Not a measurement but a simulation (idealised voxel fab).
process module | voxel wiring stack
cross-section cut | 290 nm wide | cells 5 nm
A cross-section is a grid of square cells, given in bands from the top down. A band is one or more rows of cells.
Each band's line starts with the height of the band's top and of its bottom, in nm. Then come its materials from left to right, each with its width in nm. One material with "throughout" fills the band from edge to edge. "air" is empty space.
Height 0 is the level under which the wafer as received is all one material. The lowest band goes on downwards, as in "0 down".
A width such as "30 to 40" changes by the same amount from each row of cells to the next, from the band's top row to its bottom row.
"no change" after a step means that no cell of the cross-section changed.
closed voids: empty space of 8 cells or more with no open way to the top, each as width x height at its distance from the left edge, in nm
after a step's settings: what the simulator itself notes on the step
overlay nm, on a step with a mask: how far to the right of its planned place the mask lay; to the left if negative
plan
1 op RECEIVE | material Si
2 op CONFORMAL_DEP | material SiO2 | thk nm 10
3 op CONFORMAL_DEP | material SiCN | thk nm 5
4 op DIRECTIONAL_DEP | material SiO2 | thk nm 25
5 op MASKED_ETCH | tone open | mask id METAL_1 | width nm 20 | pitch nm 45 | etch materials SiO2 | depth nm 25 | overlay nm 0
6 op MASKED_ETCH | tone open | mask id METAL_1 | width nm 20 | pitch nm 45 | etch materials SiCN | depth nm 5 | overlay nm 0
7 op CONFORMAL_DEP | material TiN | thk nm 5
8 op FILL_DEP | material Cu | thk nm 5
9 op CMP | height nm 40
10 op CONFORMAL_DEP | material SiCN | thk nm 5
11 op DIRECTIONAL_DEP | material SiO2 | thk nm 30
12 op MASKED_ETCH | tone open | mask id METAL_2 | width nm 20 | pitch nm 45 | etch materials SiO2 | depth nm 15 | overlay nm 0
13 op PATTERN | tone open | mask id METAL_2_HOLES | material resist | width nm 15 | thk nm 15 | overlay nm 0
14 op DIRECTIONAL_ETCH | etch materials SiO2 | depth nm 15
15 op DIRECTIONAL_ETCH | etch materials SiCN | depth nm 5
16 op STRIP | etch materials resist
17 op CONFORMAL_DEP | material TiN | thk nm 5
18 op FILL_DEP | material Cu | thk nm 5
19 op CMP | height nm 75
20 op CONFORMAL_DEP | material SiCN | thk nm 5
21 op DIRECTIONAL_DEP | material lowk | thk nm 30
22 op PATTERN | tone open | mask id METAL_3_HOLES | material resist | width nm 15 | pitch nm 45 | thk nm 20 | overlay nm 0
23 op DIRECTIONAL_ETCH | etch materials lowk | depth nm 30
24 op STRIP | etch materials resist
25 op MASKED_ETCH | tone open | mask id METAL_3 | width nm 20 | pitch nm 45 | etch materials lowk | depth nm 15 | overlay nm 0
26 op MASKED_ETCH | tone open | mask id METAL_3 | width nm 20 | pitch nm 45 | etch materials SiCN | depth nm 5 | overlay nm 0
27 op CONFORMAL_DEP | material TiN | thk nm 5
28 op FILL_DEP | material Ru | thk nm 5
29 op CMP | height nm 110
30 op CONFORMAL_DEP | material SiCN | thk nm 5
31 op DIRECTIONAL_DEP | material lowk | thk nm 35
32 op DIRECTIONAL_DEP | material aC | thk nm 10
33 op PATTERN | tone open | mask id METAL_4_HOLES | material resist | width nm 15 | thk nm 25 | overlay nm 0
34 op DIRECTIONAL_ETCH | etch materials aC | depth nm 10
35 op STRIP | etch materials resist
36 op DIRECTIONAL_ETCH | etch materials lowk | depth nm 35
37 op STRIP | etch materials aC
38 op PATTERN | tone open | mask id METAL_4 | material resist | width nm 20 | pitch nm 45 | thk nm 15 | overlay nm 0
39 op DIRECTIONAL_ETCH | etch materials lowk | depth nm 20
40 op DIRECTIONAL_ETCH | etch materials SiCN | depth nm 5
41 op STRIP | etch materials resist
42 op CONFORMAL_DEP | material TiN | thk nm 5
43 op FILL_DEP | material Cu | thk nm 10
44 op CMP | height nm 150
45 op CONFORMAL_DEP | material SiN | thk nm 5
first wafer, as planned
as received, after step 1
  0 down: Si throughout
  closed voids: none
after step 2
  10 to 0: SiO2 throughout
  below 0: unchanged
after step 3
  15 to 10: SiCN throughout
  below 10: unchanged
after step 4
  40 to 15: SiO2 throughout
  below 15: unchanged
after step 5
  40 to 15: SiO2 110 | air 20 | SiO2 25 | air 20 | SiO2 115
  below 15: unchanged
after step 6
  40 to 15: SiO2 110 | air 20 | SiO2 25 | air 20 | SiO2 115
  15 to 10: SiCN 110 | air 20 | SiCN 25 | air 20 | SiCN 115
  below 10: unchanged
after step 7
  45 to 40: TiN 115 | air 10 | TiN 35 | air 10 | TiN 120
  40 to 15: SiO2 110 | TiN 5 | air 10 | TiN 5 | SiO2 25 | TiN 5 | air 10 | TiN 5 | SiO2 115
  15 to 10: SiCN 110 | TiN 20 | SiCN 25 | TiN 20 | SiCN 115
  below 10: unchanged
after step 8
  50 to 45: Cu throughout
  45 to 40: TiN 115 | Cu 10 | TiN 35 | Cu 10 | TiN 120
  40 to 15: SiO2 110 | TiN 5 | Cu 10 | TiN 5 | SiO2 25 | TiN 5 | Cu 10 | TiN 5 | SiO2 115
  below 15: unchanged
after step 9
  40 to 15: SiO2 110 | TiN 5 | Cu 10 | TiN 5 | SiO2 25 | TiN 5 | Cu 10 | TiN 5 | SiO2 115
  below 15: unchanged
after step 10
  45 to 40: SiCN throughout
  below 40: unchanged
after step 11
  75 to 45: SiO2 throughout
  below 45: unchanged
after step 12
  75 to 60: SiO2 110 | air 20 | SiO2 25 | air 20 | SiO2 115
  below 60: unchanged
after step 13
  90 to 75: resist 110 | air 15 | resist 165
  75 to 60: SiO2 110 | air 15 | resist 5 | SiO2 25 | resist 20 | SiO2 115
  below 60: unchanged
after step 14
  90 to 75: resist 110 | air 15 | resist 165
  75 to 60: SiO2 110 | air 15 | resist 5 | SiO2 25 | resist 20 | SiO2 115
  60 to 45: SiO2 110 | air 15 | SiO2 165
  below 45: unchanged
after step 15
  90 to 75: resist 110 | air 15 | resist 165
  75 to 60: SiO2 110 | air 15 | resist 5 | SiO2 25 | resist 20 | SiO2 115
  60 to 45: SiO2 110 | air 15 | SiO2 165
  45 to 40: SiCN 110 | air 15 | SiCN 165
  below 40: unchanged
after step 16
  75 to 60: SiO2 110 | air 20 | SiO2 25 | air 20 | SiO2 115
  below 60: unchanged
after step 17
  80 to 75: TiN 115 | air 10 | TiN 35 | air 10 | TiN 120
  75 to 65: SiO2 110 | TiN 5 | air 10 | TiN 5 | SiO2 25 | TiN 5 | air 10 | TiN 5 | SiO2 115
  65 to 60: SiO2 110 | TiN 5 | air 5 | TiN 10 | SiO2 25 | TiN 20 | SiO2 115
  60 to 45: SiO2 110 | TiN 5 | air 5 | TiN 5 | SiO2 165
  45 to 40: SiCN 110 | TiN 15 | SiCN 165
  below 40: unchanged
after step 18
  85 to 80: Cu throughout
  80 to 75: TiN 115 | Cu 10 | TiN 35 | Cu 10 | TiN 120
  75 to 65: SiO2 110 | TiN 5 | Cu 10 | TiN 5 | SiO2 25 | TiN 5 | Cu 10 | TiN 5 | SiO2 115
  65 to 60: SiO2 110 | TiN 5 | Cu 5 | TiN 10 | SiO2 25 | TiN 20 | SiO2 115
  60 to 45: SiO2 110 | TiN 5 | Cu 5 | TiN 5 | SiO2 165
  below 45: unchanged
after step 19
  75 to 65: SiO2 110 | TiN 5 | Cu 10 | TiN 5 | SiO2 25 | TiN 5 | Cu 10 | TiN 5 | SiO2 115
  below 65: unchanged
after step 20
  80 to 75: SiCN throughout
  below 75: unchanged
after step 21
  110 to 80: lowk throughout
  below 80: unchanged
after step 22
  130 to 110: resist 110 | air 15 | resist 30 | air 15 | resist 120
  below 110: unchanged
after step 23
  130 to 110: resist 110 | air 15 | resist 30 | air 15 | resist 120
  110 to 80: lowk 110 | air 15 | lowk 30 | air 15 | lowk 120
  below 80: unchanged
after step 24
  110 to 80: lowk 110 | air 15 | lowk 30 | air 15 | lowk 120
  below 80: unchanged
after step 25
  110 to 95: lowk 110 | air 20 | lowk 25 | air 20 | lowk 115
  below 95: unchanged
after step 26
  110 to 95: lowk 110 | air 20 | lowk 25 | air 20 | lowk 115
  95 to 80: lowk 110 | air 15 | lowk 30 | air 15 | lowk 120
  80 to 75: SiCN 110 | air 15 | SiCN 30 | air 15 | SiCN 120
  below 75: unchanged
after step 27
  115 to 110: TiN 115 | air 10 | TiN 35 | air 10 | TiN 120
  110 to 100: lowk 110 | TiN 5 | air 10 | TiN 5 | lowk 25 | TiN 5 | air 10 | TiN 5 | lowk 115
  100 to 95: lowk 110 | TiN 5 | air 5 | TiN 10 | lowk 25 | TiN 5 | air 5 | TiN 10 | lowk 115
  95 to 80: lowk 110 | TiN 5 | air 5 | TiN 5 | lowk 30 | TiN 5 | air 5 | TiN 5 | lowk 120
  80 to 75: SiCN 110 | TiN 15 | SiCN 30 | TiN 15 | SiCN 120
  below 75: unchanged
after step 28
  120 to 115: Ru throughout
  115 to 110: TiN 115 | Ru 10 | TiN 35 | Ru 10 | TiN 120
  110 to 100: lowk 110 | TiN 5 | Ru 10 | TiN 5 | lowk 25 | TiN 5 | Ru 10 | TiN 5 | lowk 115
  100 to 95: lowk 110 | TiN 5 | Ru 5 | TiN 10 | lowk 25 | TiN 5 | Ru 5 | TiN 10 | lowk 115
  95 to 80: lowk 110 | TiN 5 | Ru 5 | TiN 5 | lowk 30 | TiN 5 | Ru 5 | TiN 5 | lowk 120
  below 80: unchanged
after step 29
  110 to 100: lowk 110 | TiN 5 | Ru 10 | TiN 5 | lowk 25 | TiN 5 | Ru 10 | TiN 5 | lowk 115
  below 100: unchanged
after step 30
  115 to 110: SiCN throughout
  below 110: unchanged
after step 31
  150 to 115: lowk throughout
  below 115: unchanged
after step 32
  160 to 150: aC throughout
  below 150: unchanged
after step 33
  185 to 160: resist 110 | air 15 | resist 165
  below 160: unchanged
after step 34
  175 to 160: resist 110 | air 15 | resist 165
  160 to 150: aC 110 | air 15 | aC 165
  below 150: unchanged
after step 35
  160 to 150: aC 110 | air 15 | aC 165
  below 150: unchanged
after step 36
  160 to 150: aC 110 | air 15 | aC 165
  150 to 115: lowk 110 | air 15 | lowk 165
  below 115: unchanged
after step 37
  150 to 115: lowk 110 | air 15 | lowk 165
  below 115: unchanged
after step 38
  165 to 150: resist 110 | air 20 | resist 25 | air 20 | resist 115
  below 150: unchanged
after step 39
  165 to 150: resist 110 | air 20 | resist 25 | air 20 | resist 115
  150 to 130: lowk 110 | air 20 | lowk 25 | air 20 | lowk 115
  below 130: unchanged
after step 40
  165 to 150: resist 110 | air 20 | resist 25 | air 20 | resist 115
  150 to 130: lowk 110 | air 20 | lowk 25 | air 20 | lowk 115
  130 to 115: lowk 110 | air 15 | lowk 165
  115 to 110: SiCN 110 | air 15 | SiCN 165
  below 110: unchanged
after step 41
  150 to 130: lowk 110 | air 20 | lowk 25 | air 20 | lowk 115
  below 130: unchanged
after step 42
  155 to 150: TiN 115 | air 10 | TiN 35 | air 10 | TiN 120
  150 to 135: lowk 110 | TiN 5 | air 10 | TiN 5 | lowk 25 | TiN 5 | air 10 | TiN 5 | lowk 115
  135 to 130: lowk 110 | TiN 5 | air 5 | TiN 10 | lowk 25 | TiN 20 | lowk 115
  130 to 115: lowk 110 | TiN 5 | air 5 | TiN 5 | lowk 165
  115 to 110: SiCN 110 | TiN 15 | SiCN 165
  below 110: unchanged
after step 43
  165 to 155: Cu throughout
  155 to 150: TiN 115 | Cu 10 | TiN 35 | Cu 10 | TiN 120
  150 to 135: lowk 110 | TiN 5 | Cu 10 | TiN 5 | lowk 25 | TiN 5 | Cu 10 | TiN 5 | lowk 115
  135 to 130: lowk 110 | TiN 5 | Cu 5 | TiN 10 | lowk 25 | TiN 20 | lowk 115
  130 to 115: lowk 110 | TiN 5 | Cu 5 | TiN 5 | lowk 165
  below 115: unchanged
after step 44
  150 to 135: lowk 110 | TiN 5 | Cu 10 | TiN 5 | lowk 25 | TiN 5 | Cu 10 | TiN 5 | lowk 115
  below 135: unchanged
after step 45
  155 to 150: SiN throughout
  below 150: unchanged
second wafer: like start, like plan, one mistake. Through step 43 it matches the first wafer
when step 44 should have ended: no change
when step 45 should have ended
  170 to 165: SiN throughout
  below 165: unchanged
what went wrong: step 44 was left out
at the end the second wafer has, in cells: 120 more of Cu | 54 more of TiN
